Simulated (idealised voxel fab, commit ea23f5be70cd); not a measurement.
process module | voxel capacitor over wiring
cross-section cut | 225 nm wide | cells 5 nm
A cross-section is a grid of square cells, given in bands from the top down. A band is one or more rows of cells.
Each band's line starts with the height of the band's top and of its bottom, in nm. Then come its materials from left to right, each with its width in nm. One material with "throughout" fills the band from edge to edge. "air" is empty space.
Height 0 is the level under which the wafer as received is all one material. The lowest band goes on downwards, as in "0 down".
A width such as "30 to 40" changes by the same amount from each row of cells to the next, from the band's top row to its bottom row.
"no change" after a step means that no cell of the cross-section changed.
closed voids: empty space of 8 cells or more with no open way to the top, each as width x height at its distance from the left edge, in nm
after a step's settings: what the simulator itself notes on the step
overlay nm, on a step with a mask: how far to the right of its planned place the mask lay; to the left if negative
plan
1 op RECEIVE | material Si
2 op CONFORMAL_DEP | material SiO2 | thk nm 10
3 op DIRECTIONAL_DEP | material TiN | thk nm 5
4 op DIRECTIONAL_DEP | material Ru | thk nm 20
5 op PATTERN | tone cover | mask id METAL_1 | material resist | width nm 20 | pitch nm 80 | thk nm 15 | overlay nm 0
6 op DIRECTIONAL_ETCH | etch materials Ru | depth nm 20
7 op DIRECTIONAL_ETCH | etch materials TiN | depth nm 5
8 op STRIP | etch materials resist
9 op FILL_DEP | material lowk | thk nm 10
10 op CMP | height nm 35
11 op CONFORMAL_DEP | material SiCN | thk nm 5
12 op DIRECTIONAL_DEP | material lowk | thk nm 20
13 op DIRECTIONAL_DEP | material aC | thk nm 15
14 op PATTERN | tone open | mask id PLUG_1 | material resist | width nm 15 | thk nm 35 | overlay nm 0
15 op DIRECTIONAL_ETCH | etch materials aC | depth nm 15
16 op STRIP | etch materials resist
17 op DIRECTIONAL_ETCH | etch materials lowk | depth nm 20
18 op DIRECTIONAL_ETCH | etch materials SiCN | depth nm 5
19 op STRIP | etch materials aC
20 op CONFORMAL_DEP | material TiN | thk nm 5
21 op FILL_DEP | material W | thk nm 10
22 op CMP | height nm 60
23 op DIRECTIONAL_DEP | material TiN | thk nm 5
24 op DIRECTIONAL_DEP | material Al2O3 | thk nm 5
25 op DIRECTIONAL_DEP | material TiN | thk nm 5
26 op MASKED_ETCH | tone cover | mask id UPPER_PLATE | width nm 65 | etch materials TiN | depth nm 5 | overlay nm 0
27 op MASKED_ETCH | tone cover | mask id UPPER_PLATE | width nm 65 | etch materials Al2O3 | depth nm 5 | overlay nm 0
28 op DIRECTIONAL_DEP | material aC | thk nm 15
29 op PATTERN | tone cover | mask id LOWER_PLATE | material resist | width nm 75 | thk nm 30 | overlay nm 0
30 op DIRECTIONAL_ETCH | etch materials aC | depth nm 15
31 op STRIP | etch materials resist
32 op DIRECTIONAL_ETCH | etch materials TiN | depth nm 5
33 op STRIP | etch materials aC
34 op FILL_DEP | material SiO2 | thk nm 20
35 op CMP | height nm 90
36 op DIRECTIONAL_DEP | material aC | thk nm 10
37 op PATTERN | tone open | mask id PLUG_2 | material resist | width nm 15 | thk nm 30 | overlay nm 0
38 op DIRECTIONAL_ETCH | etch materials aC | depth nm 10
39 op STRIP | etch materials resist
40 op DIRECTIONAL_ETCH | etch materials SiO2 | depth nm 15
41 op STRIP | etch materials aC
42 op CONFORMAL_DEP | material TiN | thk nm 5
43 op FILL_DEP | material Cu | thk nm 5
44 op CMP | height nm 90
45 op CONFORMAL_DEP | material SiCN | thk nm 5
as received, after step 1
  0 down: Si throughout
  closed voids: none
a wafer at the end: this start, this plan, one mistake
  95 to 90: SiCN throughout
  90 to 80: SiO2 75 | TiN 5 | Cu 5 | TiN 5 | SiO2 135
  80 to 70: SiO2 75 to 65 | TiN 15 to 65 | SiO2 135 to 95
  70 to 65: SiO2 65 | Al2O3 65 | SiO2 95
  65 to 60: SiO2 60 | TiN 75 | SiO2 90
  60 to 40: lowk 65 | TiN 5 | W 5 | TiN 5 | lowk 145
  40 to 35: SiCN 65 | TiN 15 | SiCN 145
  35 to 15: lowk 60 | Ru 20 | lowk 60 | Ru 20 | lowk 65
  15 to 10: Ru throughout
  10 to 0: SiO2 throughout
  0 down: Si throughout
  closed voids: none
what went wrong: step 3 ran as: op DIRECTIONAL_DEP | material Ru | thk nm 5
